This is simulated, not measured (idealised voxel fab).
The following process module bears the name voxel transistor to metal.
Pictured: cross-section cut, 245 nm wide, on a grid of 5 nm square cells.
Just so we're on the same page, the cross-sections are grids of square cells, and they're listed out in bands top to bottom, each band one or more rows deep.
For a band, the entry starts with two heights in nm, that of the top and then that of the bottom, and carries on with the band's materials in order from left to right, each alongside its width in nm; the word "throughout" beside a single material means it fills the band edge to edge, and "empty" means empty space.
Ref level 0: as-received wafer is one material below here. Bottom band extends down with no lower bound ("0 and below").
So if you see something like "30..40" for the width, read it as the top row of the band sitting at the first number and the bottom row at the second, with every row in between moving by the same amount as the last.
The designation "no alteration", where it is given for a processing step, indicates that no cell of the cross-section was altered in the course of that step.
Basically, "Trapped cavities" tells you about the enclosed voids: empty spaces with no open way to the top, 8 cells or bigger, each written width x height at distance, where distance is from the left edge, all in nm.
Step line, after settings: the simulator's comment on this step.
You can add "overlay nm" to a step's line. For a step with a mask, it describes how far the mask lay to the right of its planned position, and a negative number describes a lay to the left.

Planned step list for the process:
1. RECEIVE | material Si
2. OXIDIZE | depth nm 5
3. CONFORMAL_DEP | material SiN | thk nm 10
4. MASKED_ETCH | tone cover | mask id ACTIVE | width nm 95 | pitch nm 115 | etch materials SiN | depth nm 10 | overlay nm 0
5. MASKED_ETCH | tone cover | mask id ACTIVE | width nm 95 | pitch nm 115 | etch materials SiO2 | depth nm 5 | overlay nm 0
6. MASKED_ETCH | tone cover | mask id ACTIVE | width nm 95 | pitch nm 115 | etch materials Si | depth nm 35 | overlay nm 0
7. OXIDIZE | depth nm 5
8. FILL_DEP | material SiO2 | thk nm 10
9. CMP | height nm 10
10. SELECTIVE_ETCH | etch materials SiO2 | depth nm 10
11. STRIP | etch materials SiN
12. SELECTIVE_ETCH | etch materials SiO2 | depth nm 5
13. OXIDIZE | depth nm 5
14. DIRECTIONAL_DEP | material polySi | thk nm 30
15. DIRECTIONAL_DEP | material SiCN | thk nm 15
16. MASKED_ETCH | tone cover | mask id GATE | width nm 25 | pitch nm 115 | etch materials SiCN | depth nm 25 | overlay nm 0
17. MASKED_ETCH | tone cover | mask id GATE | width nm 25 | pitch nm 115 | etch materials polySi | depth nm 40 | overlay nm 0
18. CONFORMAL_DEP | material SiN | thk nm 10
19. DIRECTIONAL_ETCH | etch materials SiN | depth nm 10
20. DIRECTIONAL_ETCH | etch materials SiO2 | depth nm 5
21. DIRECTIONAL_ETCH | etch materials Si | depth nm 10
22. EPI | material SiGe | thk nm 10
23. FILL_DEP | material SiO2 | thk nm 5
24. CMP | height nm 25
25. STRIP | etch materials polySi
26. SELECTIVE_ETCH | etch materials SiO2 | depth nm 5
27. CONFORMAL_DEP | material HfO2 | thk nm 5
28. CONFORMAL_DEP | material TiN | thk nm 5
29. FILL_DEP | material W | thk nm 10
30. CMP | height nm 20
31. DIRECTIONAL_DEP | material SiO2 | thk nm 15
32. DIRECTIONAL_DEP | material aC | thk nm 10
33. PATTERN | tone open | mask id CONTACT | material resist | width nm 15 | thk nm 30 | overlay nm 0
34. DIRECTIONAL_ETCH | etch materials aC | depth nm 10
35. STRIP | etch materials resist
36. DIRECTIONAL_ETCH | etch materials SiO2 | depth nm 45
37. STRIP | etch materials aC
38. CONFORMAL_DEP | material TiN | thk nm 5
39. FILL_DEP | material W | thk nm 5
40. CMP | height nm 35
41. CONFORMAL_DEP | material SiCN | thk nm 5
42. DIRECTIONAL_DEP | material lowk | thk nm 25
43. DIRECTIONAL_DEP | material aC | thk nm 15
44. PATTERN | tone open | mask id METAL_1 | material resist | width nm 15 | thk nm 35 | overlay nm 0
45. DIRECTIONAL_ETCH | etch materials aC | depth nm 15
46. STRIP | etch materials resist
47. DIRECTIONAL_ETCH | etch materials lowk | depth nm 25
48. DIRECTIONAL_ETCH | etch materials SiCN | depth nm 5
49. STRIP | etch materials aC
50. CONFORMAL_DEP | material TiN | thk nm 5
51. FILL_DEP | material Cu | thk nm 10
52. CMP | height nm 65
53. CONFORMAL_DEP | material SiCN | thk nm 5
54. DIRECTIONAL_DEP | material SiO2 | thk nm 25
55. DIRECTIONAL_DEP | material aC | thk nm 10
56. PATTERN | tone open | mask id METAL_2 | material resist | width nm 15 | pitch nm 115 | thk nm 25 | overlay nm 0
57. DIRECTIONAL_ETCH | etch materials aC | depth nm 10
58. STRIP | etch materials resist
59. DIRECTIONAL_ETCH | etch materials SiO2 | depth nm 15
60. STRIP | etch materials aC
61. DIRECTIONAL_DEP | material aC | thk nm 15
62. PATTERN | tone open | mask id METAL_2_HOLES | material resist | width nm 15 | pitch nm 115 | thk nm 35 | overlay nm 0
63. DIRECTIONAL_ETCH | etch materials aC | depth nm 15
64. STRIP | etch materials resist
65. DIRECTIONAL_ETCH | etch materials SiO2 | depth nm 10
66. DIRECTIONAL_ETCH | etch materials SiCN | depth nm 5
67. STRIP | etch materials aC
68. CONFORMAL_DEP | material TiN | thk nm 5
69. FILL_DEP | material Cu | thk nm 10
70. CMP | height nm 95
71. CONFORMAL_DEP | material SiN | thk nm 5
The value of thk nm given for step 68 in the plan refers to the first wafer; the wafers vary in this setting and are alike at the start.

Cross-section of the first of several wafers on receipt, reflecting completion of step 1:
0 and below = Si throughout
Trapped cavities: none

Where each wafer stands at the end of the module, a row apiece: cells of each material gained (+) or lost (-) since it was received, then closed voids:
thk nm 5; +30 Cu; +34 HfO2; -235 Si; +80 SiCN; +48 SiGe; +89 SiN; +541 SiO2; +176 TiN; +32 W; +185 lowk; Trapped cavities: none
thk nm 10; +20 Cu; +34 HfO2; -235 Si; +80 SiCN; +48 SiGe; +89 SiN; +541 SiO2; +186 TiN; +32 W; +185 lowk; Trapped cavities: none
thk nm 15; +20 Cu; +34 HfO2; -235 Si; +80 SiCN; +48 SiGe; +89 SiN; +541 SiO2; +186 TiN; +32 W; +185 lowk; Trapped cavities: none
thk nm 20; +20 Cu; +34 HfO2; -235 Si; +80 SiCN; +48 SiGe; +89 SiN; +541 SiO2; +186 TiN; +32 W; +185 lowk; Trapped cavities: none
